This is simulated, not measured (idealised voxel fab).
The name of this process module is voxel ribs on slabs.
We display cut, a cross-section 295 nm in width whose square cells are each 5 nm.
In what follows, cross-sections appear as grids of square cells, described through bands that run from the top down, where every band is one or more rows of cells.
For a band, the entry starts with two heights in nm, that of the top and then that of the bottom, and carries on with the band's materials in order from left to right, each alongside its width in nm; the word "everywhere" beside a single material means it fills the band edge to edge, and "blank" means empty space.
Heights are expressed relative to 0, this being the level below which the as-received wafer comprises one material exclusively. The lowest band is unbounded in the downward direction and is denoted as in "0..down".
You'd read "30..40" like this: the band's top row of cells is as wide as the first number, its bottom row is as wide as the second, and going down, every row changes width by the same amount as the row before did.
"remained unchanged" means the step left every cell of the cross-section as it was.
Each empty space that has no open way to the top and spans at least 8 cells appears under "Sealed voids" as width x height at distance, the distance counted from the left edge, all in nm.
The remark found on a step's line after its settings is issued by the simulator itself and pertains to that step.
If you see "overlay nm" on a step's line and that step has a mask, it's telling you how far right of where it was planned the mask ended up; a negative number means it went left instead.
So the way this works: pairs, before and after one process step. The after picture only goes down to the lowest band that actually changed, nothing below. Step and its settings are under each pair. And watch out, pairs might come from different runs of this module, same starting wafer though, so a pair only follows on from the one above if its "Before the step" entry tells you so.

BEFORE THE STEP
0..down  Si everywhere
Sealed voids: none

RESULTANT CROSS-SECTION
20..0  SiO2 everywhere
No changes below 0.
Sealed voids: none
Intermediate step for the cross-sections above: DIRECTIONAL_DEP (material SiO2; thk nm 20)

Before the step: after-state, pair directly above.

RESULTANT CROSS-SECTION
45..20  SiN everywhere
No changes below 20.
Sealed voids: none
Intermediate step for the cross-sections above: DIRECTIONAL_DEP (material SiN; thk nm 25)

Before the step: after-state, pair directly above.

RESULTANT CROSS-SECTION
45..40  130 blank, 30 SiN, 135 blank
No changes below 40.
Sealed voids: none
Intermediate step for the cross-sections above: MASKED_ETCH (tone cover; mask id RIB; width nm 30; etch materials SiN; depth nm 5; overlay nm 0)

Before the step: after-state, pair directly above.

RESULTANT CROSS-SECTION
65..45  115 blank, 60 resist, 120 blank
45..40  115 blank, 15 resist, 30 SiN, 15 resist, 120 blank
No changes below 40.
Sealed voids: none
Intermediate step for the cross-sections above: PATTERN (tone cover; mask id SLAB; material resist; width nm 60; thk nm 20; overlay nm 0)

Before the step: after-state, pair directly above.

RESULTANT CROSS-SECTION
65..45  115 blank, 60 resist, 120 blank
45..40  115 blank, 15 resist, 30 SiN, 15 resist, 120 blank
40..20  115 blank, 60 SiN, 120 blank
No changes below 20.
Sealed voids: none
Intermediate step for the cross-sections above: DIRECTIONAL_ETCH (etch materials SiN; depth nm 20)

Before the step: after-state, pair directly above.

RESULTANT CROSS-SECTION
45..40  130 blank, 30 SiN, 135 blank
No changes below 40.
Sealed voids: none
Intermediate step for the cross-sections above: STRIP (etch materials resist)

Before the step: after-state, pair directly above.

RESULTANT CROSS-SECTION
70..45  SiO2 everywhere
45..40  130 SiO2, 30 SiN, 135 SiO2
40..20  115 SiO2, 60 SiN, 120 SiO2
No changes below 20.
Sealed voids: none
Intermediate step for the cross-sections above: FILL_DEP (material SiO2; thk nm 25)

Before the step: after-state, pair directly above.

RESULTANT CROSS-SECTION
65..45  SiO2 everywhere
No changes below 45.
Sealed voids: none
Intermediate step for the cross-sections above: CMP (height nm 65)

Before the step: after-state, pair directly above.

RESULTANT CROSS-SECTION
70..65  W everywhere
No changes below 65.
Sealed voids: none
Intermediate step for the cross-sections above: DIRECTIONAL_DEP (material W; thk nm 5)

Before the step: after-state, pair directly above.

RESULTANT CROSS-SECTION
80..70  aC everywhere
No changes below 70.
Sealed voids: none
Intermediate step for the cross-sections above: DIRECTIONAL_DEP (material aC; thk nm 10)

Before the step: after-state, pair directly above.

RESULTANT CROSS-SECTION
110..80  125 blank, 40 resist, 130 blank
No changes below 80.
Sealed voids: none
Intermediate step for the cross-sections above: PATTERN (tone cover; mask id HEATER; material resist; width nm 40; thk nm 30; overlay nm 0)

Before the step: after-state, pair directly above.

RESULTANT CROSS-SECTION
100..80  125 blank, 40 resist, 130 blank
80..70  125 blank, 40 aC, 130 blank
No changes below 70.
Sealed voids: none
Intermediate step for the cross-sections above: DIRECTIONAL_ETCH (etch materials aC; depth nm 10)

Before the step: after-state, pair directly above.

RESULTANT CROSS-SECTION
80..70  125 blank, 40 aC, 130 blank
No changes below 70.
Sealed voids: none
Intermediate step for the cross-sections above: STRIP (etch materials resist)

Before the step: after-state, pair directly above.

RESULTANT CROSS-SECTION
80..70  125 blank, 40 aC, 130 blank
70..65  125 blank, 40 W, 130 blank
No changes below 65.
Sealed voids: none
Intermediate step for the cross-sections above: DIRECTIONAL_ETCH (etch materials W; depth nm 5)

Before the step: after-state, pair directly above.

RESULTANT CROSS-SECTION
70..65  125 blank, 40 W, 130 blank
No changes below 65.
Sealed voids: none
Intermediate step for the cross-sections above: STRIP (etch materials aC)

Before the step: after-state, pair directly above.

RESULTANT CROSS-SECTION
75..70  120 blank, 50 SiO2, 125 blank
70..65  125 SiO2, 40 W, 130 SiO2
No changes below 65.
Sealed voids: none
Intermediate step for the cross-sections above: CONFORMAL_DEP (material SiO2; thk nm 5)

BEFORE THE STEP
45..20  SiN everywhere
20..0  SiO2 everywhere
0..down  Si everywhere
Sealed voids: none

RESULTANT CROSS-SECTION
70..20  SiN everywhere
No changes below 20.
Sealed voids: none
Intermediate step for the cross-sections above: DIRECTIONAL_DEP (material SiN; thk nm 25)

Before the step: after-state, pair directly above.

RESULTANT CROSS-SECTION
70..65  130 blank, 30 SiN, 135 blank
No changes below 65.
Sealed voids: none
Intermediate step for the cross-sections above: MASKED_ETCH (tone cover; mask id RIB; width nm 30; etch materials SiN; depth nm 5; overlay nm 0)

Before the step: after-state, pair directly above.

RESULTANT CROSS-SECTION
90..70  115 blank, 60 resist, 120 blank
70..65  115 blank, 15 resist, 30 SiN, 15 resist, 120 blank
No changes below 65.
Sealed voids: none
Intermediate step for the cross-sections above: PATTERN (tone cover; mask id SLAB; material resist; width nm 60; thk nm 20; overlay nm 0)

Before the step: after-state, pair directly above.

RESULTANT CROSS-SECTION
90..70  115 blank, 60 resist, 120 blank
70..65  115 blank, 15 resist, 30 SiN, 15 resist, 120 blank
65..45  115 blank, 60 SiN, 120 blank
No changes below 45.
Sealed voids: none
Intermediate step for the cross-sections above: DIRECTIONAL_ETCH (etch materials SiN; depth nm 20)

Before the step: after-state, pair directly above.

RESULTANT CROSS-SECTION
70..65  130 blank, 30 SiN, 135 blank
No changes below 65.
Sealed voids: none
Intermediate step for the cross-sections above: STRIP (etch materials resist)

Before the step: after-state, pair directly above.

RESULTANT CROSS-SECTION
95..70  SiO2 everywhere
70..65  130 SiO2, 30 SiN, 135 SiO2
65..45  115 SiO2, 60 SiN, 120 SiO2
No changes below 45.
Sealed voids: none
Intermediate step for the cross-sections above: FILL_DEP (material SiO2; thk nm 25)

Before the step: after-state, pair directly above.

RESULTANT CROSS-SECTION
65..45  115 SiO2, 60 SiN, 120 SiO2
No changes below 45.
Sealed voids: none
Intermediate step for the cross-sections above: CMP (height nm 65)

Before the step: after-state, pair directly above.

RESULTANT CROSS-SECTION
70..65  W everywhere
No changes below 65.
Sealed voids: none
Intermediate step for the cross-sections above: DIRECTIONAL_DEP (material W; thk nm 5)

Before the step: after-state, pair directly above.

RESULTANT CROSS-SECTION
80..70  aC everywhere
No changes below 70.
Sealed voids: none
Intermediate step for the cross-sections above: DIRECTIONAL_DEP (material aC; thk nm 10)

Before the step: after-state, pair directly above.

RESULTANT CROSS-SECTION
110..80  125 blank, 40 resist, 130 blank
No changes below 80.
Sealed voids: none
Intermediate step for the cross-sections above: PATTERN (tone cover; mask id HEATER; material resist; width nm 40; thk nm 30; overlay nm 0)

Before the step: after-state, pair directly above.

RESULTANT CROSS-SECTION
100..80  125 blank, 40 resist, 130 blank
80..70  125 blank, 40 aC, 130 blank
No changes below 70.
Sealed voids: none
Intermediate step for the cross-sections above: DIRECTIONAL_ETCH (etch materials aC; depth nm 10)

Before the step: after-state, pair directly above.

RESULTANT CROSS-SECTION
80..70  125 blank, 40 aC, 130 blank
No changes below 70.
Sealed voids: none
Intermediate step for the cross-sections above: STRIP (etch materials resist)

Before the step: after-state, pair directly above.

RESULTANT CROSS-SECTION
80..70  125 blank, 40 aC, 130 blank
70..65  125 blank, 40 W, 130 blank
No changes below 65.
Sealed voids: none
Intermediate step for the cross-sections above: DIRECTIONAL_ETCH (etch materials W; depth nm 5)

Before the step: after-state, pair directly above.

RESULTANT CROSS-SECTION
70..65  125 blank, 40 W, 130 blank
No changes below 65.
Sealed voids: none
Intermediate step for the cross-sections above: STRIP (etch materials aC)

Before the step: after-state, pair directly above.

RESULTANT CROSS-SECTION
75..70  120 blank, 50 SiO2, 125 blank
70..65  125 SiO2, 40 W, 130 SiO2
No changes below 65.
Sealed voids: none
Intermediate step for the cross-sections above: CONFORMAL_DEP (material SiO2; thk nm 5)

BEFORE THE STEP
0..down  Si everywhere
Sealed voids: none

RESULTANT CROSS-SECTION
25..0  SiN everywhere
No changes below 0.
Sealed voids: none
Intermediate step for the cross-sections above: DIRECTIONAL_DEP (material SiN; thk nm 25)

Before the step: after-state, pair directly above.

RESULTANT CROSS-SECTION
45..25  SiO2 everywhere
No changes below 25.
Sealed voids: none
Intermediate step for the cross-sections above: DIRECTIONAL_DEP (material SiO2; thk nm 20)

Before the step: after-state, pair directly above.

RESULTANT CROSS-SECTION
65..45  115 blank, 60 resist, 120 blank
No changes below 45.
Sealed voids: none
Intermediate step for the cross-sections above: PATTERN (tone cover; mask id SLAB; material resist; width nm 60; thk nm 20; overlay nm 0)

Before the step: after-state, pair directly above.

RESULTANT CROSS-SECTION
45..25  SiO2 everywhere
No changes below 25.
Sealed voids: none
Intermediate step for the cross-sections above: STRIP (etch materials resist)

Before the step: after-state, pair directly above.

RESULTANT CROSS-SECTION
70..25  SiO2 everywhere
No changes below 25.
Sealed voids: none
Intermediate step for the cross-sections above: FILL_DEP (material SiO2; thk nm 25)

Before the step: after-state, pair directly above.

RESULTANT CROSS-SECTION
65..25  SiO2 everywhere
No changes below 25.
Sealed voids: none
Intermediate step for the cross-sections above: CMP (height nm 65)

Before the step: after-state, pair directly above.

RESULTANT CROSS-SECTION
70..65  W everywhere
No changes below 65.
Sealed voids: none
Intermediate step for the cross-sections above: DIRECTIONAL_DEP (material W; thk nm 5)

Before the step: after-state, pair directly above.

RESULTANT CROSS-SECTION
80..70  aC everywhere
No changes below 70.
Sealed voids: none
Intermediate step for the cross-sections above: DIRECTIONAL_DEP (material aC; thk nm 10)

Before the step: after-state, pair directly above.

RESULTANT CROSS-SECTION
110..80  125 blank, 40 resist, 130 blank
No changes below 80.
Sealed voids: none
Intermediate step for the cross-sections above: PATTERN (tone cover; mask id HEATER; material resist; width nm 40; thk nm 30; overlay nm 0)

Before the step: after-state, pair directly above.

RESULTANT CROSS-SECTION
100..80  125 blank, 40 resist, 130 blank
80..70  125 blank, 40 aC, 130 blank
No changes below 70.
Sealed voids: none
Intermediate step for the cross-sections above: DIRECTIONAL_ETCH (etch materials aC; depth nm 10)

Before the step: after-state, pair directly above.

RESULTANT CROSS-SECTION
80..70  125 blank, 40 aC, 130 blank
No changes below 70.
Sealed voids: none
Intermediate step for the cross-sections above: STRIP (etch materials resist)

Before the step: after-state, pair directly above.

RESULTANT CROSS-SECTION
80..70  125 blank, 40 aC, 130 blank
70..65  125 blank, 40 W, 130 blank
No changes below 65.
Sealed voids: none
Intermediate step for the cross-sections above: DIRECTIONAL_ETCH (etch materials W; depth nm 5)

Before the step: after-state, pair directly above.

RESULTANT CROSS-SECTION
70..65  125 blank, 40 W, 130 blank
No changes below 65.
Sealed voids: none
Intermediate step for the cross-sections above: STRIP (etch materials aC)

Before the step: after-state, pair directly above.

RESULTANT CROSS-SECTION
75..70  120 blank, 50 SiO2, 125 blank
70..65  125 SiO2, 40 W, 130 SiO2
No changes below 65.
Sealed voids: none
Intermediate step for the cross-sections above: CONFORMAL_DEP (material SiO2; thk nm 5)

BEFORE THE STEP
45..20  SiN everywhere
20..0  SiO2 everywhere
0..down  Si everywhere
Sealed voids: none

RESULTANT CROSS-SECTION
45..30  130 blank, 30 SiN, 135 blank
No changes below 30.
Sealed voids: none
Intermediate step for the cross-sections above: MASKED_ETCH (tone cover; mask id RIB; width nm 30; etch materials SiN; depth nm 15; overlay nm 0)

Before the step: after-state, pair directly above.

RESULTANT CROSS-SECTION
65..45  115 blank, 60 resist, 120 blank
45..30  115 blank, 15 resist, 30 SiN, 15 resist, 120 blank
No changes below 30.
Sealed voids: none
Intermediate step for the cross-sections above: PATTERN (tone cover; mask id SLAB; material resist; width nm 60; thk nm 20; overlay nm 0)

Before the step: after-state, pair directly above.

RESULTANT CROSS-SECTION
65..45  115 blank, 60 resist, 120 blank
45..30  115 blank, 15 resist, 30 SiN, 15 resist, 120 blank
30..20  115 blank, 60 SiN, 120 blank
No changes below 20.
Sealed voids: none
Intermediate step for the cross-sections above: DIRECTIONAL_ETCH (etch materials SiN; depth nm 20)

Before the step: after-state, pair directly above.

RESULTANT CROSS-SECTION
45..30  130 blank, 30 SiN, 135 blank
No changes below 30.
Sealed voids: none
Intermediate step for the cross-sections above: STRIP (etch materials resist)

Before the step: after-state, pair directly above.

RESULTANT CROSS-SECTION
70..45  SiO2 everywhere
45..30  130 SiO2, 30 SiN, 135 SiO2
30..20  115 SiO2, 60 SiN, 120 SiO2
No changes below 20.
Sealed voids: none
Intermediate step for the cross-sections above: FILL_DEP (material SiO2; thk nm 25)

Before the step: after-state, pair directly above.

RESULTANT CROSS-SECTION
65..45  SiO2 everywhere
No changes below 45.
Sealed voids: none
Intermediate step for the cross-sections above: CMP (height nm 65)

Before the step: after-state, pair directly above.

RESULTANT CROSS-SECTION
70..65  W everywhere
No changes below 65.
Sealed voids: none
Intermediate step for the cross-sections above: DIRECTIONAL_DEP (material W; thk nm 5)

Before the step: after-state, pair directly above.

RESULTANT CROSS-SECTION
80..70  aC everywhere
No changes below 70.
Sealed voids: none
Intermediate step for the cross-sections above: DIRECTIONAL_DEP (material aC; thk nm 10)

Before the step: after-state, pair directly above.

RESULTANT CROSS-SECTION
110..80  125 blank, 40 resist, 130 blank
No changes below 80.
Sealed voids: none
Intermediate step for the cross-sections above: PATTERN (tone cover; mask id HEATER; material resist; width nm 40; thk nm 30; overlay nm 0)

Before the step: after-state, pair directly above.

RESULTANT CROSS-SECTION
100..80  125 blank, 40 resist, 130 blank
80..70  125 blank, 40 aC, 130 blank
No changes below 70.
Sealed voids: none
Intermediate step for the cross-sections above: DIRECTIONAL_ETCH (etch materials aC; depth nm 10)

Before the step: after-state, pair directly above.

RESULTANT CROSS-SECTION
80..70  125 blank, 40 aC, 130 blank
No changes below 70.
Sealed voids: none
Intermediate step for the cross-sections above: STRIP (etch materials resist)

Before the step: after-state, pair directly above.

RESULTANT CROSS-SECTION
80..70  125 blank, 40 aC, 130 blank
70..65  125 blank, 40 W, 130 blank
No changes below 65.
Sealed voids: none
Intermediate step for the cross-sections above: DIRECTIONAL_ETCH (etch materials W; depth nm 5)

Before the step: after-state, pair directly above.

RESULTANT CROSS-SECTION
70..65  125 blank, 40 W, 130 blank
No changes below 65.
Sealed voids: none
Intermediate step for the cross-sections above: STRIP (etch materials aC)

Before the step: after-state, pair directly above.

RESULTANT CROSS-SECTION
75..70  120 blank, 50 SiO2, 125 blank
70..65  125 SiO2, 40 W, 130 SiO2
No changes below 65.
Sealed voids: none
Intermediate step for the cross-sections above: CONFORMAL_DEP (material SiO2; thk nm 5)

BEFORE THE STEP
45..20  SiN everywhere
20..0  SiO2 everywhere
0..down  Si everywhere
Sealed voids: none

RESULTANT CROSS-SECTION
45..40  125 blank, 40 SiN, 130 blank
No changes below 40.
Sealed voids: none
Intermediate step for the cross-sections above: MASKED_ETCH (tone cover; mask id RIB; width nm 40; etch materials SiN; depth nm 5; overlay nm 0)

Before the step: after-state, pair directly above.

RESULTANT CROSS-SECTION
65..45  115 blank, 60 resist, 120 blank
45..40  115 blank, 10 resist, 40 SiN, 10 resist, 120 blank
No changes below 40.
Sealed voids: none
Intermediate step for the cross-sections above: PATTERN (tone cover; mask id SLAB; material resist; width nm 60; thk nm 20; overlay nm 0)

Before the step: after-state, pair directly above.

RESULTANT CROSS-SECTION
65..45  115 blank, 60 resist, 120 blank
45..40  115 blank, 10 resist, 40 SiN, 10 resist, 120 blank
40..20  115 blank, 60 SiN, 120 blank
No changes below 20.
Sealed voids: none
Intermediate step for the cross-sections above: DIRECTIONAL_ETCH (etch materials SiN; depth nm 20)

Before the step: after-state, pair directly above.

RESULTANT CROSS-SECTION
45..40  125 blank, 40 SiN, 130 blank
No changes below 40.
Sealed voids: none
Intermediate step for the cross-sections above: STRIP (etch materials resist)

Before the step: after-state, pair directly above.

RESULTANT CROSS-SECTION
70..45  SiO2 everywhere
45..40  125 SiO2, 40 SiN, 130 SiO2
40..20  115 SiO2, 60 SiN, 120 SiO2
No changes below 20.
Sealed voids: none
Intermediate step for the cross-sections above: FILL_DEP (material SiO2; thk nm 25)

Before the step: after-state, pair directly above.

RESULTANT CROSS-SECTION
65..45  SiO2 everywhere
No changes below 45.
Sealed voids: none
Intermediate step for the cross-sections above: CMP (height nm 65)

Before the step: after-state, pair directly above.

RESULTANT CROSS-SECTION
70..65  W everywhere
No changes below 65.
Sealed voids: none
Intermediate step for the cross-sections above: DIRECTIONAL_DEP (material W; thk nm 5)

Before the step: after-state, pair directly above.

RESULTANT CROSS-SECTION
80..70  aC everywhere
No changes below 70.
Sealed voids: none
Intermediate step for the cross-sections above: DIRECTIONAL_DEP (material aC; thk nm 10)

Before the step: after-state, pair directly above.

RESULTANT CROSS-SECTION
110..80  125 blank, 40 resist, 130 blank
No changes below 80.
Sealed voids: none
Intermediate step for the cross-sections above: PATTERN (tone cover; mask id HEATER; material resist; width nm 40; thk nm 30; overlay nm 0)

Before the step: after-state, pair directly above.

RESULTANT CROSS-SECTION
100..80  125 blank, 40 resist, 130 blank
80..70  125 blank, 40 aC, 130 blank
No changes below 70.
Sealed voids: none
Intermediate step for the cross-sections above: DIRECTIONAL_ETCH (etch materials aC; depth nm 10)

Before the step: after-state, pair directly above.

RESULTANT CROSS-SECTION
80..70  125 blank, 40 aC, 130 blank
No changes below 70.
Sealed voids: none
Intermediate step for the cross-sections above: STRIP (etch materials resist)

Before the step: after-state, pair directly above.

RESULTANT CROSS-SECTION
80..70  125 blank, 40 aC, 130 blank
70..65  125 blank, 40 W, 130 blank
No changes below 65.
Sealed voids: none
Intermediate step for the cross-sections above: DIRECTIONAL_ETCH (etch materials W; depth nm 5)

Before the step: after-state, pair directly above.

RESULTANT CROSS-SECTION
70..65  125 blank, 40 W, 130 blank
No changes below 65.
Sealed voids: none
Intermediate step for the cross-sections above: STRIP (etch materials aC)

Before the step: after-state, pair directly above.

RESULTANT CROSS-SECTION
75..70  120 blank, 50 SiO2, 125 blank
70..65  125 SiO2, 40 W, 130 SiO2
No changes below 65.
Sealed voids: none
Intermediate step for the cross-sections above: CONFORMAL_DEP (material SiO2; thk nm 5)

BEFORE THE STEP
80..70  aC everywhere
70..65  W everywhere
65..45  SiO2 everywhere
45..40  130 SiO2, 30 SiN, 135 SiO2
40..20  115 SiO2, 60 SiN, 120 SiO2
20..0  SiO2 everywhere
0..down  Si everywhere
Sealed voids: none

RESULTANT CROSS-SECTION
110..80  120 blank, 40 resist, 135 blank
No changes below 80.
Sealed voids: none
Intermediate step for the cross-sections above: PATTERN (tone cover; mask id HEATER; material resist; width nm 40; thk nm 30; overlay nm -5)

Before the step: after-state, pair directly above.

RESULTANT CROSS-SECTION
100..80  120 blank, 40 resist, 135 blank
80..70  120 blank, 40 aC, 135 blank
No changes below 70.
Sealed voids: none
Intermediate step for the cross-sections above: DIRECTIONAL_ETCH (etch materials aC; depth nm 10)

Before the step: after-state, pair directly above.

RESULTANT CROSS-SECTION
80..70  120 blank, 40 aC, 135 blank
No changes below 70.
Sealed voids: none
Intermediate step for the cross-sections above: STRIP (etch materials resist)

Before the step: after-state, pair directly above.

RESULTANT CROSS-SECTION
80..70  120 blank, 40 aC, 135 blank
70..65  120 blank, 40 W, 135 blank
No changes below 65.
Sealed voids: none
Intermediate step for the cross-sections above: DIRECTIONAL_ETCH (etch materials W; depth nm 5)

Before the step: after-state, pair directly above.

RESULTANT CROSS-SECTION
70..65  120 blank, 40 W, 135 blank
No changes below 65.
Sealed voids: none
Intermediate step for the cross-sections above: STRIP (etch materials aC)

Before the step: after-state, pair directly above.

RESULTANT CROSS-SECTION
75..70  115 blank, 50 SiO2, 130 blank
70..65  120 SiO2, 40 W, 135 SiO2
No changes below 65.
Sealed voids: none
Intermediate step for the cross-sections above: CONFORMAL_DEP (material SiO2; thk nm 5)

BEFORE THE STEP
70..65  W everywhere
65..45  SiO2 everywhere
45..40  130 SiO2, 30 SiN, 135 SiO2
40..20  115 SiO2, 60 SiN, 120 SiO2
20..0  SiO2 everywhere
0..down  Si everywhere
Sealed voids: none

RESULTANT CROSS-SECTION
80..65  W everywhere
No changes below 65.
Sealed voids: none
Intermediate step for the cross-sections above: DIRECTIONAL_DEP (material W; thk nm 10)

Before the step: after-state, pair directly above.

RESULTANT CROSS-SECTION
110..80  125 blank, 40 resist, 130 blank
No changes below 80.
Sealed voids: none
Intermediate step for the cross-sections above: PATTERN (tone cover; mask id HEATER; material resist; width nm 40; thk nm 30; overlay nm 0)

Before the step: after-state, pair directly above.

RESULTANT CROSS-SECTION
100..80  125 blank, 40 resist, 130 blank
No changes below 80.
Sealed voids: none
Intermediate step for the cross-sections above: DIRECTIONAL_ETCH (etch materials aC; depth nm 10)

Before the step: after-state, pair directly above.

RESULTANT CROSS-SECTION
80..65  W everywhere
No changes below 65.
Sealed voids: none
Intermediate step for the cross-sections above: STRIP (etch materials resist)

Before the step: after-state, pair directly above.

RESULTANT CROSS-SECTION
75..65  W everywhere
No changes below 65.
Sealed voids: none
Intermediate step for the cross-sections above: DIRECTIONAL_ETCH (etch materials W; depth nm 5)

Before the step: after-state, pair directly above.

RESULTANT CROSS-SECTION
80..75  SiO2 everywhere
No changes below 75.
Sealed voids: none
Intermediate step for the cross-sections above: CONFORMAL_DEP (material SiO2; thk nm 5)

BEFORE THE STEP
45..40  130 blank, 30 SiN, 135 blank
40..20  SiN everywhere
20..0  SiO2 everywhere
0..down  Si everywhere
Sealed voids: none

RESULTANT CROSS-SECTION
65..45  115 resist, 60 blank, 120 resist
45..40  115 resist, 15 blank, 30 SiN, 15 blank, 120 resist
No changes below 40.
Sealed voids: none
Intermediate step for the cross-sections above: PATTERN (tone open; mask id SLAB; material resist; width nm 60; thk nm 20; overlay nm 0)

Before the step: after-state, pair directly above.

RESULTANT CROSS-SECTION
65..40  115 resist, 60 blank, 120 resist
40..25  115 SiN, 60 blank, 120 SiN
25..20  115 SiN, 15 blank, 30 SiN, 15 blank, 120 SiN
No changes below 20.
Sealed voids: none
Intermediate step for the cross-sections above: DIRECTIONAL_ETCH (etch materials SiN; depth nm 20)

Before the step: after-state, pair directly above.

RESULTANT CROSS-SECTION
40..25  115 SiN, 60 blank, 120 SiN
No changes below 25.
Sealed voids: none
Intermediate step for the cross-sections above: STRIP (etch materials resist)

Before the step: after-state, pair directly above.

RESULTANT CROSS-SECTION
65..40  SiO2 everywhere
40..25  115 SiN, 60 SiO2, 120 SiN
25..20  115 SiN, 15 SiO2, 30 SiN, 15 SiO2, 120 SiN
No changes below 20.
Sealed voids: none
Intermediate step for the cross-sections above: FILL_DEP (material SiO2; thk nm 25)

Before the step: after-state, pair directly above.

RESULTANT CROSS-SECTION
70..65  W everywhere
No changes below 65.
Sealed voids: none
Intermediate step for the cross-sections above: DIRECTIONAL_DEP (material W; thk nm 5)

Before the step: after-state, pair directly above.

RESULTANT CROSS-SECTION
80..70  aC everywhere
No changes below 70.
Sealed voids: none
Intermediate step for the cross-sections above: DIRECTIONAL_DEP (material aC; thk nm 10)

Before the step: after-state, pair directly above.

RESULTANT CROSS-SECTION
110..80  125 blank, 40 resist, 130 blank
No changes below 80.
Sealed voids: none
Intermediate step for the cross-sections above: PATTERN (tone cover; mask id HEATER; material resist; width nm 40; thk nm 30; overlay nm 0)

Before the step: after-state, pair directly above.

RESULTANT CROSS-SECTION
100..80  125 blank, 40 resist, 130 blank
80..70  125 blank, 40 aC, 130 blank
No changes below 70.
Sealed voids: none
Intermediate step for the cross-sections above: DIRECTIONAL_ETCH (etch materials aC; depth nm 10)

Before the step: after-state, pair directly above.

RESULTANT CROSS-SECTION
80..70  125 blank, 40 aC, 130 blank
No changes below 70.
Sealed voids: none
Intermediate step for the cross-sections above: STRIP (etch materials resist)

Before the step: after-state, pair directly above.

RESULTANT CROSS-SECTION
80..70  125 blank, 40 aC, 130 blank
70..65  125 blank, 40 W, 130 blank
No changes below 65.
Sealed voids: none
Intermediate step for the cross-sections above: DIRECTIONAL_ETCH (etch materials W; depth nm 5)

Before the step: after-state, pair directly above.

RESULTANT CROSS-SECTION
70..65  125 blank, 40 W, 130 blank
No changes below 65.
Sealed voids: none
Intermediate step for the cross-sections above: STRIP (etch materials aC)

Before the step: after-state, pair directly above.

RESULTANT CROSS-SECTION
75..70  120 blank, 50 SiO2, 125 blank
70..65  125 SiO2, 40 W, 130 SiO2
No changes below 65.
Sealed voids: none
Intermediate step for the cross-sections above: CONFORMAL_DEP (material SiO2; thk nm 5)
